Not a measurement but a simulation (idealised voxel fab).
The following process module bears the name voxel tone inversion.
150 nm wide, 5 nm square cells: that's cross-section cut.
This document writes a cross-section as a grid whose cells are square, and gives it as bands, listed from the top down; one or more rows of cells form a band. Band: top height; bottom height; in nm. Then, left to right: material with width in nm, for each material. "all across": a single material spanning edge to edge. "empty": empty space. Zero point of the height axis is 0; under it, received wafer = one material. Lowest band: continues down indefinitely, "0 and below". With a width like "30 to 40", each row of cells in the band differs from the next by the same amount, the top row carrying the first number and the bottom row the second. Take "left unchanged" at face value: in the step it is given for, the cross-section changed in none of its cells. You'll see "Trapped cavities" listing empty spaces that have no way open to the top, as long as they're 8 cells or more; the notation is width x height at distance, where the distance is from the left edge, and all of it is in nm. Where a step's line continues beyond its settings, the continuation is a remark by the simulator itself on that step. overlay nm: mask right of planned place by this much (step with mask). Neg. = left.

[Process steps - plan]
1 RECEIVE, material Si
2 CONFORMAL_DEP, material SiCN, thk nm 5
3 DIRECTIONAL_DEP, material polySi, thk nm 20
4 PATTERN, tone cover, mask id POSTS, material resist, width nm 15, pitch nm 30, thk nm 25, overlay nm 0
5 DIRECTIONAL_ETCH, etch materials polySi, depth nm 20
6 STRIP, etch materials resist
7 FILL_DEP, material lowk, thk nm 10
8 CMP, height nm 25
9 STRIP, etch materials polySi
10 CONFORMAL_DEP, material TiN, thk nm 5
11 FILL_DEP, material W, thk nm 5
12 CMP, height nm 25
13 CONFORMAL_DEP, material SiCN, thk nm 5
Don't read the plan's thk nm for step 10 as applying to every wafer: that's the first wafer's value, and the wafers differ in it, though they all start identical.

[first wafer as received, after step 1]
0 and below = Si all across
Trapped cavities: none

[Module end state after final step 13: cross-section of the first of several wafers]
30 down to 25 = SiCN all across
25 down to 10 = lowk 50, then TiN 5, then W 5, then TiN 5, then lowk 15, then TiN 5, then W 5, then TiN 5, then lowk 55
10 down to 5 = lowk 50, then TiN 15, then lowk 15, then TiN 15, then lowk 55
5 down to 0 = SiCN all across
0 and below = Si all across
Trapped cavities: none

[Cross-section, module end, final of several wafers]
30 down to 25 = SiCN all across
25 down to 5 = lowk 50, then TiN 15, then lowk 15, then TiN 15, then lowk 55
5 down to 0 = SiCN all across
0 and below = Si all across
Trapped cavities: none

[Every row in this table is a wafer at the end of the module, and it gives, for each of the materials, the cells that wafer has gained (+) or lost (-) since it was received, then its closed voids]
thk nm 5, +60 SiCN, +18 TiN, +6 W, +96 lowk, Trapped cavities: none
thk nm 10, +60 SiCN, +24 TiN, +96 lowk, Trapped cavities: none
thk nm 15, +60 SiCN, +24 TiN, +96 lowk, Trapped cavities: none
thk nm 20, +60 SiCN, +24 TiN, +96 lowk, Trapped cavities: none
